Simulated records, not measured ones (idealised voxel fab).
This section sets out a process module, namely voxel trench capacitor.
The cross-section on display is named cut; it measures 225 nm wide, and its cells are 5 nm squares.
Cross-section layout: square cells on a grid; listed as bands, top to bottom; a band spans one or more cell rows.
Heights first: top, then bottom, in nm. Then materials, left to right, each with a width in nm. "everywhere" on a single material: fills the band edge to edge. "air": empty space.
Below 0: as-received wafer, all one material; heights counted from there. Lowest band: no bottom, goes on down, written "from 0 down".
The expression "30..40" gives the width at the extremes of the band, the first number at its top row of cells and the second at its bottom row, with the width changing by equal amounts from each row to the next in between.
You'll sometimes find "same as before" written for a step, and that's the way of saying that nowhere in the cross-section did a cell change during that step.
You'll see "Closed void listing" listing empty spaces that have no way open to the top, as long as they're 8 cells or more; the notation is width x height at distance, where the distance is from the left edge, and all of it is in nm.
On a step's line, text after the settings is the simulator commenting on that step.
overlay nm: step with mask; distance mask lay right of planned place; negative value = left of planned place.
**Steps in the process plan**
1 RECEIVE [material Si]
2 CONFORMAL_DEP [material SiN] [thk nm 5]
3 PATTERN [tone open] [mask id TRENCH] [material resist] [width nm 15] [pitch nm 50] [thk nm 20] [overlay nm 0]
4 DIRECTIONAL_ETCH [etch materials SiN] [depth nm 5]
5 DIRECTIONAL_ETCH [etch materials Si] [depth nm 35]
6 STRIP [etch materials resist]
7 CONFORMAL_DEP [material Al2O3] [thk nm 5]
8 FILL_DEP [material polySi] [thk nm 5]
9 CMP [height nm 5]
Split variable: width nm, step 3. Plan value = first wafer. Wafers start alike.
**Cross-sectional view of the first of several wafers in the as-received condition, corresponding to the state following step 1**
  from 0 down | Si everywhere
  Closed void listing: none
**End of the module, past its last step, step 9: how the first of several wafers looks in cross-section**
  from 5 to 0 | SiN 55 nm  Al2O3 5 nm  polySi 5 nm  Al2O3 5 nm  SiN 35 nm  Al2O3 5 nm  polySi 5 nm  Al2O3 5 nm  SiN 35 nm  Al2O3 5 nm  polySi 5 nm  Al2O3 5 nm  SiN 55 nm
  from 0 to -30 | Si 55 nm  Al2O3 5 nm  polySi 5 nm  Al2O3 5 nm  Si 35 nm  Al2O3 5 nm  polySi 5 nm  Al2O3 5 nm  Si 35 nm  Al2O3 5 nm  polySi 5 nm  Al2O3 5 nm  Si 55 nm
  from -30 to -35 | Si 55 nm  Al2O3 15 nm  Si 35 nm  Al2O3 15 nm  Si 35 nm  Al2O3 15 nm  Si 55 nm
  from -35 down | Si everywhere
  Closed void listing: none
**Last wafer of the set, cross-sectioned at end of module**
  from 5 to 0 | SiN 45 nm  Al2O3 5 nm  polySi 25 nm  Al2O3 5 nm  SiN 15 nm  Al2O3 5 nm  polySi 25 nm  Al2O3 5 nm  SiN 15 nm  Al2O3 5 nm  polySi 25 nm  Al2O3 5 nm  SiN 45 nm
  from 0 to -30 | Si 45 nm  Al2O3 5 nm  polySi 25 nm  Al2O3 5 nm  Si 15 nm  Al2O3 5 nm  polySi 25 nm  Al2O3 5 nm  Si 15 nm  Al2O3 5 nm  polySi 25 nm  Al2O3 5 nm  Si 45 nm
  from -30 to -35 | Si 45 nm  Al2O3 35 nm  Si 15 nm  Al2O3 35 nm  Si 15 nm  Al2O3 35 nm  Si 45 nm
  from -35 down | Si everywhere
  Closed void listing: none
**Wafer rows, end of module: cells per material gained (+) or lost (-) since receipt; closed voids last**
width nm 15; +51 Al2O3; -63 Si; +36 SiN; +21 polySi; Closed void listing: none
width nm 20; +54 Al2O3; -84 Si; +33 SiN; +42 polySi; Closed void listing: none
width nm 25; +57 Al2O3; -105 Si; +30 SiN; +63 polySi; Closed void listing: none
width nm 30; +60 Al2O3; -126 Si; +27 SiN; +84 polySi; Closed void listing: none
width nm 35; +63 Al2O3; -147 Si; +24 SiN; +105 polySi; Closed void listing: none
